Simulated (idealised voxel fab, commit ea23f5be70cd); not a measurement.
Module name: voxel wiring stack (process module)
FYI the section here is cut, 260 nm wide, cells are 5 nm squares.
When this document writes out a cross-section, it uses a grid of square cells and lists it as bands, beginning at the top and moving down, with a band standing for one or more rows of cells. Band: top and bottom heights (nm) first, top before bottom; then materials from left to right, widths in nm. "everywhere" marks a sole material filling the band edge to edge. "air" denotes empty space. Heights are measured from 0, the level below which the as-received wafer is all one material; the lowest band has no bottom and continues downward, written as in "top 0, no bottom". So if you see something like "30..40" for the width, read it as the top row of the band sitting at the first number and the bottom row at the second, with every row in between moving by the same amount as the last. The designation "nothing changed", where it is given for a processing step, indicates that no cell of the cross-section was altered in the course of that step. In "Sealed void listing" the enclosed voids are listed, meaning empty spaces of 8 cells or larger without any opening to the top. The form is width x height at distance, distance from the left edge, units nm. On a step's line, text after the settings is the simulator commenting on that step. On any step carrying a mask, the "overlay nm" setting, if present on the step's line, tells how far right of its planned place the mask lay; negative values point to the left.

**Listed below are the process steps as planned**
- 1: RECEIVE | material Si
- 2: CONFORMAL_DEP | material SiO2 | thk nm 15
- 3: DIRECTIONAL_DEP | material TiN | thk nm 5
- 4: DIRECTIONAL_DEP | material W | thk nm 25
- 5: MASKED_ETCH | tone cover | mask id METAL_1 | width nm 30 | pitch nm 55 | etch materials W | depth nm 25 | overlay nm 0
- 6: MASKED_ETCH | tone cover | mask id METAL_1 | width nm 30 | pitch nm 55 | etch materials TiN | depth nm 5 | overlay nm 0
- 7: FILL_DEP | material lowk | thk nm 5
- 8: CMP | height nm 45
- 9: CONFORMAL_DEP | material SiCN | thk nm 5
- 10: DIRECTIONAL_DEP | material lowk | thk nm 10
- 11: MASKED_ETCH | tone open | mask id PLUG_1 | width nm 15 | etch materials lowk | depth nm 10 | overlay nm 0
- 12: MASKED_ETCH | tone open | mask id PLUG_1 | width nm 15 | etch materials SiCN | depth nm 5 | overlay nm 0
- 13: EPI | material Ru | thk nm 10
- 14: EPI | material Ru | thk nm 5
- 15: DIRECTIONAL_DEP | material TiN | thk nm 5
- 16: DIRECTIONAL_DEP | material W | thk nm 15
- 17: PATTERN | tone cover | mask id METAL_2 | material resist | width nm 30 | pitch nm 55 | thk nm 15 | overlay nm 0
- 18: DIRECTIONAL_ETCH | etch materials W | depth nm 15
- 19: DIRECTIONAL_ETCH | etch materials TiN | depth nm 5
- 20: STRIP | etch materials resist
- 21: FILL_DEP | material lowk | thk nm 10
- 22: CMP | height nm 80
- 23: CONFORMAL_DEP | material SiCN | thk nm 5
- 24: DIRECTIONAL_DEP | material lowk | thk nm 15
- 25: PATTERN | tone open | mask id PLUG_2 | material resist | width nm 15 | pitch nm 55 | thk nm 20 | overlay nm 0
- 26: DIRECTIONAL_ETCH | etch materials lowk | depth nm 15
- 27: DIRECTIONAL_ETCH | etch materials SiCN | depth nm 5
- 28: STRIP | etch materials resist
- 29: EPI | material Ru | thk nm 10
- 30: EPI | material Ru | thk nm 10
- 31: CONFORMAL_DEP | material SiCN | thk nm 5
- 32: DIRECTIONAL_DEP | material lowk | thk nm 20
- 33: DIRECTIONAL_DEP | material aC | thk nm 10
- 34: PATTERN | tone open | mask id METAL_3 | material resist | width nm 30 | pitch nm 55 | thk nm 25 | overlay nm 0
- 35: DIRECTIONAL_ETCH | etch materials aC | depth nm 10
- 36: STRIP | etch materials resist
- 37: DIRECTIONAL_ETCH | etch materials lowk | depth nm 20
- 38: DIRECTIONAL_ETCH | etch materials SiCN | depth nm 5
- 39: STRIP | etch materials aC
- 40: CONFORMAL_DEP | material TiN | thk nm 5
- 41: FILL_DEP | material Ru | thk nm 10
- 42: CMP | height nm 125
- 43: CONFORMAL_DEP | material SiCN | thk nm 5
- 44: DIRECTIONAL_DEP | material SiO2 | thk nm 10
- 45: MASKED_ETCH | tone open | mask id PLUG_3 | width nm 15 | pitch nm 55 | etch materials SiO2 | depth nm 10 | overlay nm 0
- 46: MASKED_ETCH | tone open | mask id PLUG_3 | width nm 15 | pitch nm 55 | etch materials SiCN | depth nm 5 | overlay nm 0
- 47: CONFORMAL_DEP | material TiN | thk nm 5
- 48: FILL_DEP | material W | thk nm 10
- 49: CMP | height nm 140
- 50: CONFORMAL_DEP | material SiN | thk nm 5
- 51: DIRECTIONAL_DEP | material SiO2 | thk nm 20
- 52: PATTERN | tone open | mask id METAL_4 | material resist | width nm 30 | pitch nm 55 | thk nm 20 | overlay nm 0
- 53: DIRECTIONAL_ETCH | etch materials SiO2 | depth nm 20
- 54: DIRECTIONAL_ETCH | etch materials SiN | depth nm 5
- 55: STRIP | etch materials resist
- 56: CONFORMAL_DEP | material TiN | thk nm 5
- 57: FILL_DEP | material Cu | thk nm 10
- 58: CMP | height nm 165
- 59: EPI | material Ru | thk nm 5
- 60: FILL_DEP | material SiCN | thk nm 5

**first wafer, as planned**

**Incoming wafer in cross-section (state: after step 1)**
    top 0, no bottom: Si everywhere
    Sealed void listing: none

**State of the wafer after step 2, shown in cross-section**
    top 15, bottom 0: SiO2 everywhere
    Below 0, the layers are the same as they were.

**State of the wafer after step 3, shown in cross-section**
    top 20, bottom 15: TiN everywhere
    Below 15, the layers are the same as they were.

**State of the wafer after step 4, shown in cross-section**
    top 45, bottom 20: W everywhere
    Below 20, the layers are the same as they were.

**State of the wafer after step 5, shown in cross-section**
    top 45, bottom 20: air (85); W (30); air (25); W (30); air (90)
    Below 20, the layers are the same as they were.

**State of the wafer after step 6, shown in cross-section**
    top 45, bottom 20: air (85); W (30); air (25); W (30); air (90)
    top 20, bottom 15: air (85); TiN (30); air (25); TiN (30); air (90)
    Below 15, the layers are the same as they were.

**State of the wafer after step 7, shown in cross-section**
    top 50, bottom 45: lowk everywhere
    top 45, bottom 20: lowk (85); W (30); lowk (25); W (30); lowk (90)
    top 20, bottom 15: lowk (85); TiN (30); lowk (25); TiN (30); lowk (90)
    Below 15, the layers are the same as they were.

**State of the wafer after step 8, shown in cross-section**
    top 45, bottom 20: lowk (85); W (30); lowk (25); W (30); lowk (90)
    Below 20, the layers are the same as they were.

**State of the wafer after step 9, shown in cross-section**
    top 50, bottom 45: SiCN everywhere
    Below 45, the layers are the same as they were.

**State of the wafer after step 10, shown in cross-section**
    top 60, bottom 50: lowk everywhere
    Below 50, the layers are the same as they were.

**State of the wafer after step 11, shown in cross-section**
    top 60, bottom 50: lowk (85); air (15); lowk (160)
    Below 50, the layers are the same as they were.

**State of the wafer after step 12, shown in cross-section**
    top 60, bottom 50: lowk (85); air (15); lowk (160)
    top 50, bottom 45: SiCN (85); air (15); SiCN (160)
    Below 45, the layers are the same as they were.

**State of the wafer after step 13, shown in cross-section**
    top 60, bottom 55: lowk (85); air (15); lowk (160)
    top 55, bottom 50: lowk (85); Ru (15); lowk (160)
    top 50, bottom 45: SiCN (85); Ru (15); SiCN (160)
    Below 45, the layers are the same as they were.

**State of the wafer after step 14, shown in cross-section**
    top 60, bottom 50: lowk (85); Ru (15); lowk (160)
    Below 50, the layers are the same as they were.

**State of the wafer after step 15, shown in cross-section**
    top 65, bottom 60: TiN everywhere
    Below 60, the layers are the same as they were.

**State of the wafer after step 16, shown in cross-section**
    top 80, bottom 65: W everywhere
    Below 65, the layers are the same as they were.

**State of the wafer after step 17, shown in cross-section**
    top 95, bottom 80: air (85); resist (30); air (25); resist (30); air (90)
    Below 80, the layers are the same as they were.

**State of the wafer after step 18, shown in cross-section**
    top 95, bottom 80: air (85); resist (30); air (25); resist (30); air (90)
    top 80, bottom 65: air (85); W (30); air (25); W (30); air (90)
    Below 65, the layers are the same as they were.

**State of the wafer after step 19, shown in cross-section**
    top 95, bottom 80: air (85); resist (30); air (25); resist (30); air (90)
    top 80, bottom 65: air (85); W (30); air (25); W (30); air (90)
    top 65, bottom 60: air (85); TiN (30); air (25); TiN (30); air (90)
    Below 60, the layers are the same as they were.

**State of the wafer after step 20, shown in cross-section**
    top 80, bottom 65: air (85); W (30); air (25); W (30); air (90)
    Below 65, the layers are the same as they were.

**State of the wafer after step 21, shown in cross-section**
    top 90, bottom 80: lowk everywhere
    top 80, bottom 65: lowk (85); W (30); lowk (25); W (30); lowk (90)
    top 65, bottom 60: lowk (85); TiN (30); lowk (25); TiN (30); lowk (90)
    Below 60, the layers are the same as they were.

**State of the wafer after step 22, shown in cross-section**
    top 80, bottom 65: lowk (85); W (30); lowk (25); W (30); lowk (90)
    Below 65, the layers are the same as they were.

**State of the wafer after step 23, shown in cross-section**
    top 85, bottom 80: SiCN everywhere
    Below 80, the layers are the same as they were.

**State of the wafer after step 24, shown in cross-section**
    top 100, bottom 85: lowk everywhere
    Below 85, the layers are the same as they were.

**State of the wafer after step 25, shown in cross-section**
    top 120, bottom 100: resist (85); air (15); resist (40); air (15); resist (105)
    Below 100, the layers are the same as they were.

**State of the wafer after step 26, shown in cross-section**
    top 120, bottom 100: resist (85); air (15); resist (40); air (15); resist (105)
    top 100, bottom 85: lowk (85); air (15); lowk (40); air (15); lowk (105)
    Below 85, the layers are the same as they were.

**State of the wafer after step 27, shown in cross-section**
    top 120, bottom 100: resist (85); air (15); resist (40); air (15); resist (105)
    top 100, bottom 85: lowk (85); air (15); lowk (40); air (15); lowk (105)
    top 85, bottom 80: SiCN (85); air (15); SiCN (40); air (15); SiCN (105)
    Below 80, the layers are the same as they were.

**State of the wafer after step 28, shown in cross-section**
    top 100, bottom 85: lowk (85); air (15); lowk (40); air (15); lowk (105)
    Below 85, the layers are the same as they were.

**State of the wafer after step 29, shown in cross-section**
    top 100, bottom 90: lowk (85); air (15); lowk (40); air (15); lowk (105)
    top 90, bottom 85: lowk (85); Ru (15); lowk (40); Ru (15); lowk (105)
    top 85, bottom 80: SiCN (85); Ru (15); SiCN (40); Ru (15); SiCN (105)
    Below 80, the layers are the same as they were.

**State of the wafer after step 30, shown in cross-section**
    top 100, bottom 85: lowk (85); Ru (15); lowk (40); Ru (15); lowk (105)
    Below 85, the layers are the same as they were.

**State of the wafer after step 31, shown in cross-section**
    top 105, bottom 100: SiCN everywhere
    Below 100, the layers are the same as they were.

**State of the wafer after step 32, shown in cross-section**
    top 125, bottom 105: lowk everywhere
    Below 105, the layers are the same as they were.

**State of the wafer after step 33, shown in cross-section**
    top 135, bottom 125: aC everywhere
    Below 125, the layers are the same as they were.

**State of the wafer after step 34, shown in cross-section**
    top 160, bottom 135: resist (85); air (30); resist (25); air (30); resist (90)
    Below 135, the layers are the same as they were.

**State of the wafer after step 35, shown in cross-section**
    top 150, bottom 135: resist (85); air (30); resist (25); air (30); resist (90)
    top 135, bottom 125: aC (85); air (30); aC (25); air (30); aC (90)
    Below 125, the layers are the same as they were.

**State of the wafer after step 36, shown in cross-section**
    top 135, bottom 125: aC (85); air (30); aC (25); air (30); aC (90)
    Below 125, the layers are the same as they were.

**State of the wafer after step 37, shown in cross-section**
    top 135, bottom 125: aC (85); air (30); aC (25); air (30); aC (90)
    top 125, bottom 105: lowk (85); air (30); lowk (25); air (30); lowk (90)
    Below 105, the layers are the same as they were.

**State of the wafer after step 38, shown in cross-section**
    top 135, bottom 125: aC (85); air (30); aC (25); air (30); aC (90)
    top 125, bottom 105: lowk (85); air (30); lowk (25); air (30); lowk (90)
    top 105, bottom 100: SiCN (85); air (30); SiCN (25); air (30); SiCN (90)
    Below 100, the layers are the same as they were.

**State of the wafer after step 39, shown in cross-section**
    top 125, bottom 105: lowk (85); air (30); lowk (25); air (30); lowk (90)
    Below 105, the layers are the same as they were.

**State of the wafer after step 40, shown in cross-section**
    top 130, bottom 125: TiN (90); air (20); TiN (35); air (20); TiN (95)
    top 125, bottom 105: lowk (85); TiN (5); air (20); TiN (5); lowk (25); TiN (5); air (20); TiN (5); lowk (90)
    top 105, bottom 100: SiCN (85); TiN (30); SiCN (25); TiN (30); SiCN (90)
    Below 100, the layers are the same as they were.

**State of the wafer after step 41, shown in cross-section**
    top 140, bottom 130: Ru everywhere
    top 130, bottom 125: TiN (90); Ru (20); TiN (35); Ru (20); TiN (95)
    top 125, bottom 105: lowk (85); TiN (5); Ru (20); TiN (5); lowk (25); TiN (5); Ru (20); TiN (5); lowk (90)
    Below 105, the layers are the same as they were.

**State of the wafer after step 42, shown in cross-section**
    top 125, bottom 105: lowk (85); TiN (5); Ru (20); TiN (5); lowk (25); TiN (5); Ru (20); TiN (5); lowk (90)
    Below 105, the layers are the same as they were.

**State of the wafer after step 43, shown in cross-section**
    top 130, bottom 125: SiCN everywhere
    Below 125, the layers are the same as they were.

**State of the wafer after step 44, shown in cross-section**
    top 140, bottom 130: SiO2 everywhere
    Below 130, the layers are the same as they were.

**State of the wafer after step 45, shown in cross-section**
    top 140, bottom 130: SiO2 (85); air (15); SiO2 (40); air (15); SiO2 (105)
    Below 130, the layers are the same as they were.

**State of the wafer after step 46, shown in cross-section**
    top 140, bottom 130: SiO2 (85); air (15); SiO2 (40); air (15); SiO2 (105)
    top 130, bottom 125: SiCN (85); air (15); SiCN (40); air (15); SiCN (105)
    Below 125, the layers are the same as they were.

**State of the wafer after step 47, shown in cross-section**
    top 145, bottom 140: TiN (90); air (5); TiN (50); air (5); TiN (110)
    top 140, bottom 130: SiO2 (85); TiN (5); air (5); TiN (5); SiO2 (40); TiN (5); air (5); TiN (5); SiO2 (105)
    top 130, bottom 125: SiCN (85); TiN (15); SiCN (40); TiN (15); SiCN (105)
    Below 125, the layers are the same as they were.

**State of the wafer after step 48, shown in cross-section**
    top 155, bottom 145: W everywhere
    top 145, bottom 140: TiN (90); W (5); TiN (50); W (5); TiN (110)
    top 140, bottom 130: SiO2 (85); TiN (5); W (5); TiN (5); SiO2 (40); TiN (5); W (5); TiN (5); SiO2 (105)
    Below 130, the layers are the same as they were.

**State of the wafer after step 49, shown in cross-section**
    top 140, bottom 130: SiO2 (85); TiN (5); W (5); TiN (5); SiO2 (40); TiN (5); W (5); TiN (5); SiO2 (105)
    Below 130, the layers are the same as they were.

**State of the wafer after step 50, shown in cross-section**
    top 145, bottom 140: SiN everywhere
    Below 140, the layers are the same as they were.

**State of the wafer after step 51, shown in cross-section**
    top 165, bottom 145: SiO2 everywhere
    Below 145, the layers are the same as they were.

**State of the wafer after step 52, shown in cross-section**
    top 185, bottom 165: resist (85); air (30); resist (25); air (30); resist (90)
    Below 165, the layers are the same as they were.

**State of the wafer after step 53, shown in cross-section**
    top 185, bottom 165: resist (85); air (30); resist (25); air (30); resist (90)
    top 165, bottom 145: SiO2 (85); air (30); SiO2 (25); air (30); SiO2 (90)
    Below 145, the layers are the same as they were.

**State of the wafer after step 54, shown in cross-section**
    top 185, bottom 165: resist (85); air (30); resist (25); air (30); resist (90)
    top 165, bottom 145: SiO2 (85); air (30); SiO2 (25); air (30); SiO2 (90)
    top 145, bottom 140: SiN (85); air (30); SiN (25); air (30); SiN (90)
    Below 140, the layers are the same as they were.

**State of the wafer after step 55, shown in cross-section**
    top 165, bottom 145: SiO2 (85); air (30); SiO2 (25); air (30); SiO2 (90)
    Below 145, the layers are the same as they were.

**State of the wafer after step 56, shown in cross-section**
    top 170, bottom 165: TiN (90); air (20); TiN (35); air (20); TiN (95)
    top 165, bottom 145: SiO2 (85); TiN (5); air (20); TiN (5); SiO2 (25); TiN (5); air (20); TiN (5); SiO2 (90)
    top 145, bottom 140: SiN (85); TiN (30); SiN (25); TiN (30); SiN (90)
    Below 140, the layers are the same as they were.

**State of the wafer after step 57, shown in cross-section**
    top 180, bottom 170: Cu everywhere
    top 170, bottom 165: TiN (90); Cu (20); TiN (35); Cu (20); TiN (95)
    top 165, bottom 145: SiO2 (85); TiN (5); Cu (20); TiN (5); SiO2 (25); TiN (5); Cu (20); TiN (5); SiO2 (90)
    Below 145, the layers are the same as they were.

**State of the wafer after step 58, shown in cross-section**
    top 165, bottom 145: SiO2 (85); TiN (5); Cu (20); TiN (5); SiO2 (25); TiN (5); Cu (20); TiN (5); SiO2 (90)
    Below 145, the layers are the same as they were.

**State of the wafer after step 59, shown in cross-section**
    top 170, bottom 165: air (80); Ru (40); air (15); Ru (40); air (85)
    Below 165, the layers are the same as they were.

**State of the wafer after step 60, shown in cross-section**
    top 175, bottom 170: SiCN everywhere
    top 170, bottom 165: SiCN (80); Ru (40); SiCN (15); Ru (40); SiCN (85)
    Below 165, the layers are the same as they were.

**Second wafer, same starting state and plan as the first, one mistake in the run, identical through step 41**

**Second wafer cross-section, taken as of the time the plan sets for step 42 to be done**
    top 120, bottom 105: lowk (85); TiN (5); Ru (20); TiN (5); lowk (25); TiN (5); Ru (20); TiN (5); lowk (90)
    Below 105, the layers are the same as they were.

**Second wafer cross-section, taken as of the time the plan sets for step 43 to be done**
    top 125, bottom 120: SiCN everywhere
    Below 120, the layers are the same as they were.

**Second wafer cross-section, taken as of the time the plan sets for step 44 to be done**
    top 135, bottom 125: SiO2 everywhere
    Below 125, the layers are the same as they were.

**Second wafer cross-section, taken as of the time the plan sets for step 45 to be done**
    top 135, bottom 125: SiO2 (85); air (15); SiO2 (40); air (15); SiO2 (105)
    Below 125, the layers are the same as they were.

**Second wafer cross-section, taken as of the time the plan sets for step 46 to be done**
    top 135, bottom 125: SiO2 (85); air (15); SiO2 (40); air (15); SiO2 (105)
    top 125, bottom 120: SiCN (85); air (15); SiCN (40); air (15); SiCN (105)
    Below 120, the layers are the same as they were.

**Second wafer cross-section, taken as of the time the plan sets for step 47 to be done**
    top 140, bottom 135: TiN (90); air (5); TiN (50); air (5); TiN (110)
    top 135, bottom 125: SiO2 (85); TiN (5); air (5); TiN (5); SiO2 (40); TiN (5); air (5); TiN (5); SiO2 (105)
    top 125, bottom 120: SiCN (85); TiN (15); SiCN (40); TiN (15); SiCN (105)
    Below 120, the layers are the same as they were.

**Second wafer cross-section, taken as of the time the plan sets for step 48 to be done**
    top 150, bottom 140: W everywhere
    top 140, bottom 135: TiN (90); W (5); TiN (50); W (5); TiN (110)
    top 135, bottom 125: SiO2 (85); TiN (5); W (5); TiN (5); SiO2 (40); TiN (5); W (5); TiN (5); SiO2 (105)
    Below 125, the layers are the same as they were.

**Second wafer cross-section, taken as of the time the plan sets for step 49 to be done**
    top 140, bottom 135: TiN (90); W (5); TiN (50); W (5); TiN (110)
    Below 135, the layers are the same as they were.

**Second wafer cross-section, taken as of the time the plan sets for step 50 to be done**
    top 145, bottom 140: SiN everywhere
    Below 140, the layers are the same as they were.

**Second wafer cross-section, taken as of the time the plan sets for step 51 to be done**
    top 165, bottom 145: SiO2 everywhere
    Below 145, the layers are the same as they were.

**Second wafer cross-section, taken as of the time the plan sets for step 52 to be done**
    top 185, bottom 165: resist (85); air (30); resist (25); air (30); resist (90)
    Below 165, the layers are the same as they were.

**Second wafer cross-section, taken as of the time the plan sets for step 53 to be done**
    top 185, bottom 165: resist (85); air (30); resist (25); air (30); resist (90)
    top 165, bottom 145: SiO2 (85); air (30); SiO2 (25); air (30); SiO2 (90)
    Below 145, the layers are the same as they were.

**Second wafer cross-section, taken as of the time the plan sets for step 54 to be done**
    top 185, bottom 165: resist (85); air (30); resist (25); air (30); resist (90)
    top 165, bottom 145: SiO2 (85); air (30); SiO2 (25); air (30); SiO2 (90)
    top 145, bottom 140: SiN (85); air (30); SiN (25); air (30); SiN (90)
    Below 140, the layers are the same as they were.

**Second wafer cross-section, taken as of the time the plan sets for step 55 to be done**
    top 165, bottom 145: SiO2 (85); air (30); SiO2 (25); air (30); SiO2 (90)
    Below 145, the layers are the same as they were.

**Second wafer cross-section, taken as of the time the plan sets for step 56 to be done**
    top 170, bottom 165: TiN (90); air (20); TiN (35); air (20); TiN (95)
    top 165, bottom 145: SiO2 (85); TiN (5); air (20); TiN (5); SiO2 (25); TiN (5); air (20); TiN (5); SiO2 (90)
    top 145, bottom 140: SiN (85); TiN (30); SiN (25); TiN (30); SiN (90)
    Below 140, the layers are the same as they were.

**Second wafer cross-section, taken as of the time the plan sets for step 57 to be done**
    top 180, bottom 170: Cu everywhere
    top 170, bottom 165: TiN (90); Cu (20); TiN (35); Cu (20); TiN (95)
    top 165, bottom 145: SiO2 (85); TiN (5); Cu (20); TiN (5); SiO2 (25); TiN (5); Cu (20); TiN (5); SiO2 (90)
    Below 145, the layers are the same as they were.

**Second wafer cross-section, taken as of the time the plan sets for step 58 to be done**
    top 165, bottom 145: SiO2 (85); TiN (5); Cu (20); TiN (5); SiO2 (25); TiN (5); Cu (20); TiN (5); SiO2 (90)
    Below 145, the layers are the same as they were.

**Second wafer cross-section, taken as of the time the plan sets for step 59 to be done**
    top 170, bottom 165: air (80); Ru (40); air (15); Ru (40); air (85)
    Below 165, the layers are the same as they were.

**Second wafer cross-section, taken as of the time the plan sets for step 60 to be done**
    top 175, bottom 170: SiCN everywhere
    top 170, bottom 165: SiCN (80); Ru (40); SiCN (15); Ru (40); SiCN (85)
    Below 165, the layers are the same as they were.
Heads up, the wafer didn't run the way we planned it: step 42 ran differently from the plan; actual operation with settings: CMP | height nm 120
Final difference in cells, second wafer against first, listed per material as more or fewer: Ru -8, TiN +46, W +2, lowk -40
